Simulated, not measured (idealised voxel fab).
The process module presented herein is designated voxel fin reveal.
Pictured: cross-section cut, 275 nm wide, on a grid of 5 nm square cells.
A cross-section is a grid of square cells, given in bands from the top down. A band is one or more rows of cells.
The entry gives the band's vertical extent as a top height and a bottom height in nm, then its horizontal make-up as materials from left to right, each with a width in nm. "air" stands for empty space; a single material marked "edge to edge" fills the band edge to edge.
Heights are reckoned from 0. Under this level, the received wafer is all of one material. The bottommost band is open-ended downward, for example "0 down".
A width given as "30..40" starts at the first number in the band's top row and ends at the second number in its bottom row, shifting by an equal amount at every step from row to row.
Basically "no modifications" means that step didn't change any cell in the cross-section.
Heads up: "closed voids" only lists the empty pockets with no open path to the top that are 8 cells or more, and it writes them as width x height at distance, distance from the left edge, in nm.
after a step's settings: what the simulator itself notes on the step
When a step includes a mask, the "overlay nm" setting on its line states how far to the right of its planned place that mask lay, and negative values state how far to the left.

-- So here's the lineup of process steps we planned
1: RECEIVE: material Si
2: CONFORMAL_DEP: material SiN, thk nm 5
3: MASKED_ETCH: tone cover, mask id FINS, width nm 15, pitch nm 35, etch materials SiN, depth nm 5, overlay nm 0
4: MASKED_ETCH: tone cover, mask id FINS, width nm 15, pitch nm 35, etch materials Si, depth nm 40, overlay nm 0
5: OXIDIZE: depth nm 5
6: FILL_DEP: material SiO2, thk nm 15
7: CMP: height nm 5
8: SELECTIVE_ETCH: etch materials SiO2, depth nm 20
9: STRIP: etch materials SiN

-- Of two wafers, the first: run according to plan

-- Cross-section of the wafer as it came to us, i.e., already through step 1
  0 down = Si edge to edge
  closed voids: none

-- Cross-section of the wafer after step 2
  5 to 0 = SiN edge to edge
  Whatever lies below 0 is exactly as it was before.

-- Cross-section of the wafer after step 3
  5 to 0 = 75 air, 15 SiN, 20 air, 15 SiN, 20 air, 15 SiN, 20 air, 15 SiN, 80 air
  Whatever lies below 0 is exactly as it was before.

-- Cross-section of the wafer after step 4
  5 to 0 = 75 air, 15 SiN, 20 air, 15 SiN, 20 air, 15 SiN, 20 air, 15 SiN, 80 air
  0 to -40 = 75 air, 15 Si, 20 air, 15 Si, 20 air, 15 Si, 20 air, 15 Si, 80 air
  Whatever lies below -40 is exactly as it was before.

-- Cross-section of the wafer after step 5
  5 to 0 = 75 air, 15 SiN, 20 air, 15 SiN, 20 air, 15 SiN, 20 air, 15 SiN, 80 air
  0 to -40 = 75 air, 5 SiO2, 5 Si, 5 SiO2, 20 air, 5 SiO2, 5 Si, 5 SiO2, 20 air, 5 SiO2, 5 Si, 5 SiO2, 20 air, 5 SiO2, 5 Si, 5 SiO2, 80 air
  -40 to -45 = 80 SiO2, 5 Si, 30 SiO2, 5 Si, 30 SiO2, 5 Si, 30 SiO2, 5 Si, 85 SiO2
  Whatever lies below -45 is exactly as it was before.

-- Cross-section of the wafer after step 6
  20 to 5 = SiO2 edge to edge
  5 to 0 = 75 SiO2, 15 SiN, 20 SiO2, 15 SiN, 20 SiO2, 15 SiN, 20 SiO2, 15 SiN, 80 SiO2
  0 to -45 = 80 SiO2, 5 Si, 30 SiO2, 5 Si, 30 SiO2, 5 Si, 30 SiO2, 5 Si, 85 SiO2
  Whatever lies below -45 is exactly as it was before.

-- Cross-section of the wafer after step 7
  5 to 0 = 75 SiO2, 15 SiN, 20 SiO2, 15 SiN, 20 SiO2, 15 SiN, 20 SiO2, 15 SiN, 80 SiO2
  Whatever lies below 0 is exactly as it was before.

-- Cross-section of the wafer after step 8
  5 to 0 = 75 air, 15 SiN, 20 air, 15 SiN, 20 air, 15 SiN, 20 air, 15 SiN, 80 air
  0 to -15 = 80 air, 5 Si, 30 air, 5 Si, 30 air, 5 Si, 30 air, 5 Si, 85 air
  Whatever lies below -15 is exactly as it was before.

-- Cross-section of the wafer after step 9
  0 to -15 = 80 air, 5 Si, 30 air, 5 Si, 30 air, 5 Si, 30 air, 5 Si, 85 air
  Whatever lies below -15 is exactly as it was before.

-- Second of two: same start, same plan, one run error; steps up to and including 8 match the first

-- Second wafer at the planned finish of step 9, seen in cross-section
  5 to 0 = 75 air, 15 SiN, 20 air, 15 SiN, 20 air, 15 SiN, 20 air, 15 SiN, 80 air
  0 to -45 = 80 air, 5 Si, 30 air, 5 Si, 30 air, 5 Si, 30 air, 5 Si, 85 air
  Whatever lies below -45 is exactly as it was before.
what went wrong: it should be noted that step 9 was executed with settings other than those planned, the operation and settings actually applied being STRIP: etch materials SiO2
Materials where the second wafer ends with more or fewer cells than the first: SiN: 12 more, SiO2: 306 fewer
